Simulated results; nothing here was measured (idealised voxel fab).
process module | voxel quadruple lines
cross-section cut | 270 nm wide | cells 5 nm
A cross-section is a grid of square cells, given in bands from the top down. A band is one or more rows of cells.
Each band's line starts with the height of the band's top and of its bottom, in nm. Then come its materials from left to right, each with its width in nm. One material with "throughout" fills the band from edge to edge. "air" is empty space.
Height 0 is the level under which the wafer as received is all one material. The lowest band goes on downwards, as in "0 down".
A width such as "30 to 40" changes by the same amount from each row of cells to the next, from the band's top row to its bottom row.
"no change" after a step means that no cell of the cross-section changed.
closed voids: empty space of 8 cells or more with no open way to the top, each as width x height at its distance from the left edge, in nm
after a step's settings: what the simulator itself notes on the step
overlay nm, on a step with a mask: how far to the right of its planned place the mask lay; to the left if negative
plan
1 op RECEIVE | material Si
2 op CONFORMAL_DEP | material SiO2 | thk nm 10
3 op DIRECTIONAL_DEP | material TiN | thk nm 10
4 op DIRECTIONAL_DEP | material polySi | thk nm 15
5 op DIRECTIONAL_DEP | material aC | thk nm 20
6 op PATTERN | tone cover | mask id MANDREL | material resist | width nm 35 | thk nm 30 | overlay nm 0
7 op DIRECTIONAL_ETCH | etch materials aC | depth nm 20
8 op STRIP | etch materials resist
9 op CONFORMAL_DEP | material SiO2 | thk nm 15
10 op DIRECTIONAL_ETCH | etch materials SiO2 | depth nm 15
11 op STRIP | etch materials aC
12 op DIRECTIONAL_ETCH | etch materials polySi | depth nm 15
13 op STRIP | etch materials SiO2
14 op CONFORMAL_DEP | material SiN | thk nm 10
15 op DIRECTIONAL_ETCH | etch materials SiN | depth nm 10
16 op STRIP | etch materials polySi
17 op DIRECTIONAL_ETCH | etch materials TiN | depth nm 10
18 op STRIP | etch materials SiN
19 op FILL_DEP | material SiO2 | thk nm 5
20 op CMP | height nm 20
first wafer, as planned
as received, after step 1
  0 down: Si throughout
  closed voids: none
after step 2
  10 to 0: SiO2 throughout
  below 0: unchanged
after step 3
  20 to 10: TiN throughout
  below 10: unchanged
after step 4
  35 to 20: polySi throughout
  below 20: unchanged
after step 5
  55 to 35: aC throughout
  below 35: unchanged
after step 6
  85 to 55: air 115 | resist 35 | air 120
  below 55: unchanged
after step 7
  65 to 55: air 115 | resist 35 | air 120
  55 to 35: air 115 | aC 35 | air 120
  below 35: unchanged
after step 8
  55 to 35: air 115 | aC 35 | air 120
  below 35: unchanged
after step 9
  70 to 55: air 100 | SiO2 65 | air 105
  55 to 50: air 100 | SiO2 15 | aC 35 | SiO2 15 | air 105
  50 to 35: SiO2 115 | aC 35 | SiO2 120
  below 35: unchanged
after step 10
  55 to 35: air 100 | SiO2 15 | aC 35 | SiO2 15 | air 105
  below 35: unchanged
after step 11
  55 to 35: air 100 | SiO2 15 | air 35 | SiO2 15 | air 105
  below 35: unchanged
after step 12
  55 to 35: air 100 | SiO2 15 | air 35 | SiO2 15 | air 105
  35 to 20: air 100 | polySi 15 | air 35 | polySi 15 | air 105
  below 20: unchanged
after step 13
  35 to 20: air 100 | polySi 15 | air 35 | polySi 15 | air 105
  below 20: unchanged
after step 14
  45 to 35: air 90 | SiN 35 | air 15 | SiN 35 | air 95
  35 to 30: air 90 | SiN 10 | polySi 15 | SiN 10 | air 15 | SiN 10 | polySi 15 | SiN 10 | air 95
  30 to 20: SiN 100 | polySi 15 | SiN 35 | polySi 15 | SiN 105
  below 20: unchanged
after step 15
  35 to 20: air 90 | SiN 10 | polySi 15 | SiN 10 | air 15 | SiN 10 | polySi 15 | SiN 10 | air 95
  below 20: unchanged
after step 16
  35 to 20: air 90 | SiN 10 | air 15 | SiN 10 | air 15 | SiN 10 | air 15 | SiN 10 | air 95
  below 20: unchanged
after step 17
  35 to 20: air 90 | SiN 10 | air 15 | SiN 10 | air 15 | SiN 10 | air 15 | SiN 10 | air 95
  20 to 10: air 90 | TiN 10 | air 15 | TiN 10 | air 15 | TiN 10 | air 15 | TiN 10 | air 95
  below 10: unchanged
after step 18
  20 to 10: air 90 | TiN 10 | air 15 | TiN 10 | air 15 | TiN 10 | air 15 | TiN 10 | air 95
  below 10: unchanged
after step 19
  25 to 20: SiO2 throughout
  20 to 10: SiO2 90 | TiN 10 | SiO2 15 | TiN 10 | SiO2 15 | TiN 10 | SiO2 15 | TiN 10 | SiO2 95
  below 10: unchanged
after step 20
  20 to 10: SiO2 90 | TiN 10 | SiO2 15 | TiN 10 | SiO2 15 | TiN 10 | SiO2 15 | TiN 10 | SiO2 95
  below 10: unchanged
second wafer: like start, like plan, one mistake. Through step 5 it matches the first wafer
when step 6 should have ended
  85 to 55: air 125 | resist 35 | air 110
  below 55: unchanged
when step 7 should have ended
  65 to 55: air 125 | resist 35 | air 110
  55 to 35: air 125 | aC 35 | air 110
  below 35: unchanged
when step 8 should have ended
  55 to 35: air 125 | aC 35 | air 110
  below 35: unchanged
when step 9 should have ended
  70 to 55: air 110 | SiO2 65 | air 95
  55 to 50: air 110 | SiO2 15 | aC 35 | SiO2 15 | air 95
  50 to 35: SiO2 125 | aC 35 | SiO2 110
  below 35: unchanged
when step 10 should have ended
  55 to 35: air 110 | SiO2 15 | aC 35 | SiO2 15 | air 95
  below 35: unchanged
when step 11 should have ended
  55 to 35: air 110 | SiO2 15 | air 35 | SiO2 15 | air 95
  below 35: unchanged
when step 12 should have ended
  55 to 35: air 110 | SiO2 15 | air 35 | SiO2 15 | air 95
  35 to 20: air 110 | polySi 15 | air 35 | polySi 15 | air 95
  below 20: unchanged
when step 13 should have ended
  35 to 20: air 110 | polySi 15 | air 35 | polySi 15 | air 95
  below 20: unchanged
when step 14 should have ended
  45 to 35: air 100 | SiN 35 | air 15 | SiN 35 | air 85
  35 to 30: air 100 | SiN 10 | polySi 15 | SiN 10 | air 15 | SiN 10 | polySi 15 | SiN 10 | air 85
  30 to 20: SiN 110 | polySi 15 | SiN 35 | polySi 15 | SiN 95
  below 20: unchanged
when step 15 should have ended
  35 to 20: air 100 | SiN 10 | polySi 15 | SiN 10 | air 15 | SiN 10 | polySi 15 | SiN 10 | air 85
  below 20: unchanged
when step 16 should have ended
  35 to 20: air 100 | SiN 10 | air 15 | SiN 10 | air 15 | SiN 10 | air 15 | SiN 10 | air 85
  below 20: unchanged
when step 17 should have ended
  35 to 20: air 100 | SiN 10 | air 15 | SiN 10 | air 15 | SiN 10 | air 15 | SiN 10 | air 85
  20 to 10: air 100 | TiN 10 | air 15 | TiN 10 | air 15 | TiN 10 | air 15 | TiN 10 | air 85
  below 10: unchanged
when step 18 should have ended
  20 to 10: air 100 | TiN 10 | air 15 | TiN 10 | air 15 | TiN 10 | air 15 | TiN 10 | air 85
  below 10: unchanged
when step 19 should have ended
  25 to 20: SiO2 throughout
  20 to 10: SiO2 100 | TiN 10 | SiO2 15 | TiN 10 | SiO2 15 | TiN 10 | SiO2 15 | TiN 10 | SiO2 85
  below 10: unchanged
when step 20 should have ended
  20 to 10: SiO2 100 | TiN 10 | SiO2 15 | TiN 10 | SiO2 15 | TiN 10 | SiO2 15 | TiN 10 | SiO2 85
  below 10: unchanged
what went wrong: step 6 ran as: op PATTERN | tone cover | mask id MANDREL | material resist | width nm 35 | thk nm 30 | overlay nm 10
at the end the second wafer has, in cells: as many of each material as the first, in other places
